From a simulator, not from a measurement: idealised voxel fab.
Name of the process module below: voxel trench capacitor
Cross-section cut: width 225 nm, square cells of 5 nm.
Just so we're on the same page, the cross-sections are grids of square cells, and they're listed out in bands top to bottom, each band one or more rows deep. Read a band's entry like this: the first values are the height of its top and the height of its bottom in nm, and what follows is the sequence of materials from left to right, each with its width in nm. Note that "air" is empty space, and that a single material marked "throughout" reaches across the band from edge to edge. The level at which height equals 0 is the one under which the wafer, as it arrives, is entirely one material. No lower edge exists for the bottom band, which continues downward and is notated as in "0 -> down". Per-row width for "30 to 40": begins at first number (top row of band), ends at second number (bottom row), increment between rows held constant. "nothing got changed" -> step changed no cross-section cell. Empty spaces without an open route to the top, at least 8 cells in extent, make up the entry "Enclosed void entries"; each is given as width x height at distance, where the distance is measured from the left edge, and all are in nm. Post-settings text on a step line: simulator's own remark regarding the step. On any step carrying a mask, the "overlay nm" setting, if present on the step's line, tells how far right of its planned place the mask lay; negative values point to the left.
Listed below are the process steps as planned:
- 1: RECEIVE | material Si
- 2: CONFORMAL_DEP | material SiN | thk nm 5
- 3: PATTERN | tone open | mask id TRENCH | material resist | width nm 25 | pitch nm 50 | thk nm 20 | overlay nm 0
- 4: DIRECTIONAL_ETCH | etch materials SiN | depth nm 5
- 5: DIRECTIONAL_ETCH | etch materials Si | depth nm 35
- 6: STRIP | etch materials resist
- 7: CONFORMAL_DEP | material Al2O3 | thk nm 5
- 8: FILL_DEP | material polySi | thk nm 5
- 9: CMP | height nm 5
Wafer, first of two, run as planned:
Incoming wafer, cross-sectional view, post step 1:
    0 -> down = Si throughout
    Enclosed void entries: none
after step 2:
    5 -> 0 = SiN throughout
    Beneath the level 0, the cross-section is identical to its previous state.
after step 3:
    25 -> 5 = resist: 50 / air: 25 / resist: 25 / air: 25 / resist: 25 / air: 25 / resist: 50
    Beneath the level 5, the cross-section is identical to its previous state.
after step 4:
    25 -> 5 = resist: 50 / air: 25 / resist: 25 / air: 25 / resist: 25 / air: 25 / resist: 50
    5 -> 0 = SiN: 50 / air: 25 / SiN: 25 / air: 25 / SiN: 25 / air: 25 / SiN: 50
    Beneath the level 0, the cross-section is identical to its previous state.
after step 5:
    25 -> 5 = resist: 50 / air: 25 / resist: 25 / air: 25 / resist: 25 / air: 25 / resist: 50
    5 -> 0 = SiN: 50 / air: 25 / SiN: 25 / air: 25 / SiN: 25 / air: 25 / SiN: 50
    0 -> -35 = Si: 50 / air: 25 / Si: 25 / air: 25 / Si: 25 / air: 25 / Si: 50
    Beneath the level -35, the cross-section is identical to its previous state.
after step 6:
    5 -> 0 = SiN: 50 / air: 25 / SiN: 25 / air: 25 / SiN: 25 / air: 25 / SiN: 50
    Beneath the level 0, the cross-section is identical to its previous state.
after step 7:
    10 -> 5 = Al2O3: 55 / air: 15 / Al2O3: 35 / air: 15 / Al2O3: 35 / air: 15 / Al2O3: 55
    5 -> 0 = SiN: 50 / Al2O3: 5 / air: 15 / Al2O3: 5 / SiN: 25 / Al2O3: 5 / air: 15 / Al2O3: 5 / SiN: 25 / Al2O3: 5 / air: 15 / Al2O3: 5 / SiN: 50
    0 -> -30 = Si: 50 / Al2O3: 5 / air: 15 / Al2O3: 5 / Si: 25 / Al2O3: 5 / air: 15 / Al2O3: 5 / Si: 25 / Al2O3: 5 / air: 15 / Al2O3: 5 / Si: 50
    -30 -> -35 = Si: 50 / Al2O3: 25 / Si: 25 / Al2O3: 25 / Si: 25 / Al2O3: 25 / Si: 50
    Beneath the level -35, the cross-section is identical to its previous state.
after step 8:
    15 -> 10 = polySi throughout
    10 -> 5 = Al2O3: 55 / polySi: 15 / Al2O3: 35 / polySi: 15 / Al2O3: 35 / polySi: 15 / Al2O3: 55
    5 -> 0 = SiN: 50 / Al2O3: 5 / polySi: 15 / Al2O3: 5 / SiN: 25 / Al2O3: 5 / polySi: 15 / Al2O3: 5 / SiN: 25 / Al2O3: 5 / polySi: 15 / Al2O3: 5 / SiN: 50
    0 -> -30 = Si: 50 / Al2O3: 5 / polySi: 15 / Al2O3: 5 / Si: 25 / Al2O3: 5 / polySi: 15 / Al2O3: 5 / Si: 25 / Al2O3: 5 / polySi: 15 / Al2O3: 5 / Si: 50
    Beneath the level -30, the cross-section is identical to its previous state.
after step 9:
    5 -> 0 = SiN: 50 / Al2O3: 5 / polySi: 15 / Al2O3: 5 / SiN: 25 / Al2O3: 5 / polySi: 15 / Al2O3: 5 / SiN: 25 / Al2O3: 5 / polySi: 15 / Al2O3: 5 / SiN: 50
    Beneath the level 0, the cross-section is identical to its previous state.
Second wafer, same starting conditions and recipe as the first, one mistake in executing it, nothing differs from the first up to and including step 2:
The second wafer in cross-section, at the planned close of step 3:
    25 -> 5 = resist: 55 / air: 25 / resist: 25 / air: 25 / resist: 25 / air: 25 / resist: 45
    Beneath the level 5, the cross-section is identical to its previous state.
The second wafer in cross-section, at the planned close of step 4:
    25 -> 5 = resist: 55 / air: 25 / resist: 25 / air: 25 / resist: 25 / air: 25 / resist: 45
    5 -> 0 = SiN: 55 / air: 25 / SiN: 25 / air: 25 / SiN: 25 / air: 25 / SiN: 45
    Beneath the level 0, the cross-section is identical to its previous state.
The second wafer in cross-section, at the planned close of step 5:
    25 -> 5 = resist: 55 / air: 25 / resist: 25 / air: 25 / resist: 25 / air: 25 / resist: 45
    5 -> 0 = SiN: 55 / air: 25 / SiN: 25 / air: 25 / SiN: 25 / air: 25 / SiN: 45
    0 -> -35 = Si: 55 / air: 25 / Si: 25 / air: 25 / Si: 25 / air: 25 / Si: 45
    Beneath the level -35, the cross-section is identical to its previous state.
The second wafer in cross-section, at the planned close of step 6:
    5 -> 0 = SiN: 55 / air: 25 / SiN: 25 / air: 25 / SiN: 25 / air: 25 / SiN: 45
    Beneath the level 0, the cross-section is identical to its previous state.
The second wafer in cross-section, at the planned close of step 7:
    10 -> 5 = Al2O3: 60 / air: 15 / Al2O3: 35 / air: 15 / Al2O3: 35 / air: 15 / Al2O3: 50
    5 -> 0 = SiN: 55 / Al2O3: 5 / air: 15 / Al2O3: 5 / SiN: 25 / Al2O3: 5 / air: 15 / Al2O3: 5 / SiN: 25 / Al2O3: 5 / air: 15 / Al2O3: 5 / SiN: 45
    0 -> -30 = Si: 55 / Al2O3: 5 / air: 15 / Al2O3: 5 / Si: 25 / Al2O3: 5 / air: 15 / Al2O3: 5 / Si: 25 / Al2O3: 5 / air: 15 / Al2O3: 5 / Si: 45
    -30 -> -35 = Si: 55 / Al2O3: 25 / Si: 25 / Al2O3: 25 / Si: 25 / Al2O3: 25 / Si: 45
    Beneath the level -35, the cross-section is identical to its previous state.
The second wafer in cross-section, at the planned close of step 8:
    15 -> 10 = polySi throughout
    10 -> 5 = Al2O3: 60 / polySi: 15 / Al2O3: 35 / polySi: 15 / Al2O3: 35 / polySi: 15 / Al2O3: 50
    5 -> 0 = SiN: 55 / Al2O3: 5 / polySi: 15 / Al2O3: 5 / SiN: 25 / Al2O3: 5 / polySi: 15 / Al2O3: 5 / SiN: 25 / Al2O3: 5 / polySi: 15 / Al2O3: 5 / SiN: 45
    0 -> -30 = Si: 55 / Al2O3: 5 / polySi: 15 / Al2O3: 5 / Si: 25 / Al2O3: 5 / polySi: 15 / Al2O3: 5 / Si: 25 / Al2O3: 5 / polySi: 15 / Al2O3: 5 / Si: 45
    Beneath the level -30, the cross-section is identical to its previous state.
The second wafer in cross-section, at the planned close of step 9:
    5 -> 0 = SiN: 55 / Al2O3: 5 / polySi: 15 / Al2O3: 5 / SiN: 25 / Al2O3: 5 / polySi: 15 / Al2O3: 5 / SiN: 25 / Al2O3: 5 / polySi: 15 / Al2O3: 5 / SiN: 45
    Beneath the level 0, the cross-section is identical to its previous state.
Misprocessing identified: step 3 did not use the planned setting and instead ran as PATTERN | tone open | mask id TRENCH | material resist | width nm 25 | pitch nm 50 | thk nm 20 | overlay nm 5
By the end, you'd get the same cell count for each material on either wafer, but the second wafer puts them somewhere else.
